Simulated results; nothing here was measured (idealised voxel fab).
process module | voxel self aligned vias
cross-section cut | 235 nm wide | cells 5 nm
A cross-section is a grid of square cells, given in bands from the top down. A band is one or more rows of cells.
Each band's line starts with the height of the band's top and of its bottom, in nm. Then come its materials from left to right, each with its width in nm. One material with "throughout" fills the band from edge to edge. "air" is empty space.
Height 0 is the level under which the wafer as received is all one material. The lowest band goes on downwards, as in "0 down".
A width such as "30 to 40" changes by the same amount from each row of cells to the next, from the band's top row to its bottom row.
"no change" after a step means that no cell of the cross-section changed.
closed voids: empty space of 8 cells or more with no open way to the top, each as width x height at its distance from the left edge, in nm
after a step's settings: what the simulator itself notes on the step
overlay nm, on a step with a mask: how far to the right of its planned place the mask lay; to the left if negative
plan
1 op RECEIVE | material Si
2 op CONFORMAL_DEP | material SiO2 | thk nm 10
3 op CONFORMAL_DEP | material SiCN | thk nm 5
4 op DIRECTIONAL_DEP | material lowk | thk nm 20
5 op MASKED_ETCH | tone open | mask id LINES | width nm 30 | pitch nm 70 | etch materials lowk | depth nm 20 | overlay nm 0
6 op CONFORMAL_DEP | material TiN | thk nm 5
7 op FILL_DEP | material W | thk nm 10
8 op CMP | height nm 35
9 op SELECTIVE_ETCH | etch materials W Ru TiN | depth nm 5
10 op FILL_DEP | material SiN | thk nm 5
11 op CMP | height nm 35
12 op DIRECTIONAL_DEP | material lowk | thk nm 15
13 op PATTERN | tone open | mask id VIAS | material resist | width nm 50 | thk nm 20 | overlay nm 0
14 op DIRECTIONAL_ETCH | etch materials lowk | depth nm 15
15 op DIRECTIONAL_ETCH | etch materials SiN | depth nm 5
16 op STRIP | etch materials resist
17 op CONFORMAL_DEP | material TiN | thk nm 5
18 op FILL_DEP | material Cu | thk nm 5
19 op CMP | height nm 50
20 op CONFORMAL_DEP | material SiCN | thk nm 5
as received, after step 1
  0 down: Si throughout
  closed voids: none
a wafer at the end: this start, this plan, one mistake
  55 to 50: SiCN throughout
  50 to 35: lowk 55 | TiN 5 | Cu 40 | TiN 5 | lowk 130
  35 to 30: lowk 55 | TiN 50 | lowk 30 | SiN 30 | lowk 70
  30 to 20: lowk 55 | TiN 15 | W 20 | TiN 15 | lowk 30 | TiN 5 | W 20 | TiN 5 | lowk 70
  20 to 15: lowk 65 | TiN 30 | lowk 40 | TiN 30 | lowk 70
  15 to 10: SiCN throughout
  10 to 0: SiO2 throughout
  0 down: Si throughout
  closed voids: none
what went wrong: step 14 was run twice
